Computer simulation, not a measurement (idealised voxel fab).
Process module under the name voxel transistor to metal
Xsec cut, 280 nm wide, square cell size 5 nm.
This document writes a cross-section as a grid whose cells are square, and gives it as bands, listed from the top down; one or more rows of cells form a band. The band entry comprises the height of the band's top followed by the height of its bottom, expressed in nm, and subsequently the band's materials from left to right, each stated together with its width in nm. Where a single material is marked with the word "throughout", that material fills the band from edge to edge. The word "blank" represents empty space. Height is counted from the level 0, under which the received wafer is composed throughout of one material. The lowest of the bands is not closed at the bottom but continues downward, in the notation "from 0 down". With a width like "30 to 40", each row of cells in the band differs from the next by the same amount, the top row carrying the first number and the bottom row the second. It should be understood that the words "left unchanged", when stated for a given step, signify that the cross-section underwent no change in any of its cells during that step. Entry "Sealed void inventory". Content: empty spaces with no open connection to the top, size 8 cells or greater. Each: width x height at distance. Distance: from left edge. Unit: nm. Where a step's line continues beyond its settings, the continuation is a remark by the simulator itself on that step. overlay nm: mask offset rightward from planned place, masked step; negative means leftward offset.
### plan
- 1: RECEIVE [material Si]
- 2: OXIDIZE [depth nm 5]
- 3: CONFORMAL_DEP [material SiN] [thk nm 10]
- 4: MASKED_ETCH [tone cover] [mask id ACTIVE] [width nm 110] [pitch nm 130] [etch materials SiN] [depth nm 10] [overlay nm 0]
- 5: MASKED_ETCH [tone cover] [mask id ACTIVE] [width nm 110] [pitch nm 130] [etch materials SiO2] [depth nm 5] [overlay nm 0]
- 6: MASKED_ETCH [tone cover] [mask id ACTIVE] [width nm 110] [pitch nm 130] [etch materials Si] [depth nm 35] [overlay nm 0]
- 7: FILL_DEP [material SiO2] [thk nm 5]
- 8: CMP [height nm 10]
- 9: SELECTIVE_ETCH [etch materials SiO2] [depth nm 5]
- 10: STRIP [etch materials SiN]
- 11: SELECTIVE_ETCH [etch materials SiO2] [depth nm 5]
- 12: OXIDIZE [depth nm 5]
- 13: DIRECTIONAL_DEP [material polySi] [thk nm 20]
- 14: DIRECTIONAL_DEP [material SiCN] [thk nm 15]
- 15: DIRECTIONAL_DEP [material aC] [thk nm 10]
- 16: PATTERN [tone cover] [mask id GATE] [material resist] [width nm 20] [pitch nm 130] [thk nm 30] [overlay nm 0]
- 17: DIRECTIONAL_ETCH [etch materials aC] [depth nm 10]
- 18: STRIP [etch materials resist]
- 19: DIRECTIONAL_ETCH [etch materials SiCN] [depth nm 25]
- 20: DIRECTIONAL_ETCH [etch materials polySi] [depth nm 30]
- 21: STRIP [etch materials aC]
- 22: CONFORMAL_DEP [material SiO2] [thk nm 5]
- 23: DIRECTIONAL_ETCH [etch materials SiO2] [depth nm 5]
- 24: CONFORMAL_DEP [material SiN] [thk nm 5]
- 25: DIRECTIONAL_ETCH [etch materials SiN] [depth nm 5]
- 26: DIRECTIONAL_ETCH [etch materials SiO2] [depth nm 5]
- 27: DIRECTIONAL_ETCH [etch materials Si] [depth nm 15]
- 28: EPI [material SiGe] [thk nm 15]
- 29: FILL_DEP [material SiO2] [thk nm 10]
- 30: CMP [height nm 30]
- 31: DIRECTIONAL_DEP [material SiO2] [thk nm 15]
- 32: MASKED_ETCH [tone open] [mask id CONTACT] [width nm 15] [etch materials SiO2] [depth nm 40] [overlay nm 0]
- 33: CONFORMAL_DEP [material TiN] [thk nm 5]
- 34: FILL_DEP [material Ru] [thk nm 5]
- 35: CMP [height nm 45]
- 36: CONFORMAL_DEP [material SiN] [thk nm 5]
- 37: DIRECTIONAL_DEP [material lowk] [thk nm 15]
- 38: PATTERN [tone open] [mask id METAL_1] [material resist] [width nm 15] [thk nm 15] [overlay nm 0]
- 39: DIRECTIONAL_ETCH [etch materials lowk] [depth nm 15]
- 40: DIRECTIONAL_ETCH [etch materials SiN] [depth nm 5]
- 41: STRIP [etch materials resist]
- 42: CONFORMAL_DEP [material TiN] [thk nm 5]
- 43: FILL_DEP [material W] [thk nm 5]
- 44: CMP [height nm 65]
- 45: EPI [material Ru] [thk nm 5]
- 46: FILL_DEP [material SiCN] [thk nm 5]
### Incoming wafer in cross-section (state: after step 1)
* from 0 down = Si throughout
* Sealed void inventory: none
### First of two wafers, end-of-module section, run followed plan
* from 75 to 70 = SiCN throughout
* from 70 to 65 = SiCN=25  Ru=25  SiCN=50  Ru=25  SiCN=30  Ru=25  SiCN=50  Ru=25  SiCN=25
* from 65 to 50 = lowk=30  TiN=5  W=5  TiN=5  lowk=60  TiN=5  W=5  TiN=5  lowk=40  TiN=5  W=5  TiN=5  lowk=60  TiN=5  W=5  TiN=5  lowk=30
* from 50 to 45 = SiN=30  TiN=15  SiN=60  TiN=15  SiN=40  TiN=15  SiN=60  TiN=15  SiN=30
* from 45 to 30 = SiO2=30  TiN=5  Ru=5  TiN=5  SiO2=60  TiN=5  Ru=5  TiN=5  SiO2=40  TiN=5  Ru=5  TiN=5  SiO2=60  TiN=5  Ru=5  TiN=5  SiO2=30
* from 30 to 15 = SiO2=30  TiN=5  Ru=5  TiN=5  SiO2=10  SiN=5  SiO2=5  SiCN=20  SiO2=5  SiN=5  SiO2=10  TiN=5  Ru=5  TiN=5  SiO2=40  TiN=5  Ru=5  TiN=5  SiO2=10  SiN=5  SiO2=5  SiCN=20  SiO2=5  SiN=5  SiO2=10  TiN=5  Ru=5  TiN=5  SiO2=30
* from 15 to 10 = SiO2=30  TiN=5  Ru=5  TiN=5  SiO2=10  SiN=5  SiO2=5  polySi=20  SiO2=5  SiN=5  SiO2=10  TiN=5  Ru=5  TiN=5  SiO2=40  TiN=5  Ru=5  TiN=5  SiO2=10  SiN=5  SiO2=5  polySi=20  SiO2=5  SiN=5  SiO2=10  TiN=5  Ru=5  TiN=5  SiO2=30
* from 10 to 5 = SiO2=30  TiN=15  SiO2=10  SiN=5  SiO2=5  polySi=20  SiO2=5  SiN=5  SiO2=10  TiN=15  SiO2=40  TiN=15  SiO2=10  SiN=5  SiO2=5  polySi=20  SiO2=5  SiN=5  SiO2=10  TiN=15  SiO2=30
* from 5 to 0 = SiO2=20  SiGe=35  SiN=5  SiO2=5  polySi=20  SiO2=5  SiN=5  SiGe=35  SiO2=20  SiGe=35  SiN=5  SiO2=5  polySi=20  SiO2=5  SiN=5  SiGe=35  SiO2=20
* from 0 to -5 = SiO2=20  SiN=5  SiGe=30  SiN=5  SiO2=5  polySi=20  SiO2=5  SiN=5  SiGe=30  SiN=5  SiO2=20  SiN=5  SiGe=30  SiN=5  SiO2=5  polySi=20  SiO2=5  SiN=5  SiGe=30  SiN=5  SiO2=20
* from -5 to -10 = SiO2=25  SiGe=30  SiO2=40  SiGe=30  SiO2=30  SiGe=30  SiO2=40  SiGe=30  SiO2=25
* from -10 to -25 = SiO2=20  Si=5  SiGe=30  Si=40  SiGe=30  Si=5  SiO2=20  Si=5  SiGe=30  Si=40  SiGe=30  Si=5  SiO2=20
* from -25 to -40 = SiO2=20  Si=110  SiO2=20  Si=110  SiO2=20
* from -40 down = Si throughout
* Sealed void inventory: none
### Wafer two cross-section, module end. Start and plan unchanged from wafer one; one mistake made during the run
* from 75 to 70 = SiCN throughout
* from 70 to 65 = SiCN=25  Ru=25  SiCN=50  Ru=25  SiCN=30  Ru=25  SiCN=50  Ru=25  SiCN=25
* from 65 to 50 = lowk=30  TiN=5  W=5  TiN=5  lowk=60  TiN=5  W=5  TiN=5  lowk=40  TiN=5  W=5  TiN=5  lowk=60  TiN=5  W=5  TiN=5  lowk=30
* from 50 to 45 = SiN=30  TiN=15  SiN=60  TiN=15  SiN=40  TiN=15  SiN=60  TiN=15  SiN=30
* from 45 to 30 = SiO2=30  TiN=5  Ru=5  TiN=5  SiO2=60  TiN=5  Ru=5  TiN=5  SiO2=40  TiN=5  Ru=5  TiN=5  SiO2=60  TiN=5  Ru=5  TiN=5  SiO2=30
* from 30 to 20 = SiO2=30  TiN=5  Ru=5  TiN=5  SiO2=10  SiN=5  SiO2=5  SiCN=20  SiO2=5  SiN=5  SiO2=10  TiN=5  Ru=5  TiN=5  SiO2=40  TiN=5  Ru=5  TiN=5  SiO2=10  SiN=5  SiO2=5  SiCN=20  SiO2=5  SiN=5  SiO2=10  TiN=5  Ru=5  TiN=5  SiO2=30
* from 20 to 15 = SiO2=30  TiN=15  SiO2=10  SiN=5  SiO2=5  SiCN=20  SiO2=5  SiN=5  SiO2=10  TiN=15  SiO2=40  TiN=15  SiO2=10  SiN=5  SiO2=5  SiCN=20  SiO2=5  SiN=5  SiO2=10  TiN=15  SiO2=30
* from 15 to 0 = SiO2=10  SiGe=45  SiN=5  SiO2=5  polySi=20  SiO2=5  SiN=5  SiGe=90  SiN=5  SiO2=5  polySi=20  SiO2=5  SiN=5  SiGe=45  SiO2=10
* from 0 to -5 = SiO2=10  SiGe=10  SiN=5  SiGe=30  SiN=5  SiO2=5  polySi=20  SiO2=5  SiN=5  SiGe=30  SiN=5  SiGe=20  SiN=5  SiGe=30  SiN=5  SiO2=5  polySi=20  SiO2=5  SiN=5  SiGe=30  SiN=5  SiGe=10  SiO2=10
* from -5 to -10 = SiO2=25  SiGe=30  SiO2=40  SiGe=30  SiO2=30  SiGe=30  SiO2=40  SiGe=30  SiO2=25
* from -10 to -25 = SiO2=20  Si=5  SiGe=30  Si=40  SiGe=30  Si=5  SiO2=20  Si=5  SiGe=30  Si=40  SiGe=30  Si=5  SiO2=20
* from -25 to -40 = SiO2=20  Si=110  SiO2=20  Si=110  SiO2=20
* from -40 down = Si throughout
* Sealed void inventory: none
Deviation from plan: planned and actual differ for step 28; actual: EPI [material SiGe] [thk nm 25]
Final tally in cells, some materials are higher or lower on the second wafer than on the first: -8 Ru, +88 SiGe, -64 SiO2, -16 TiN
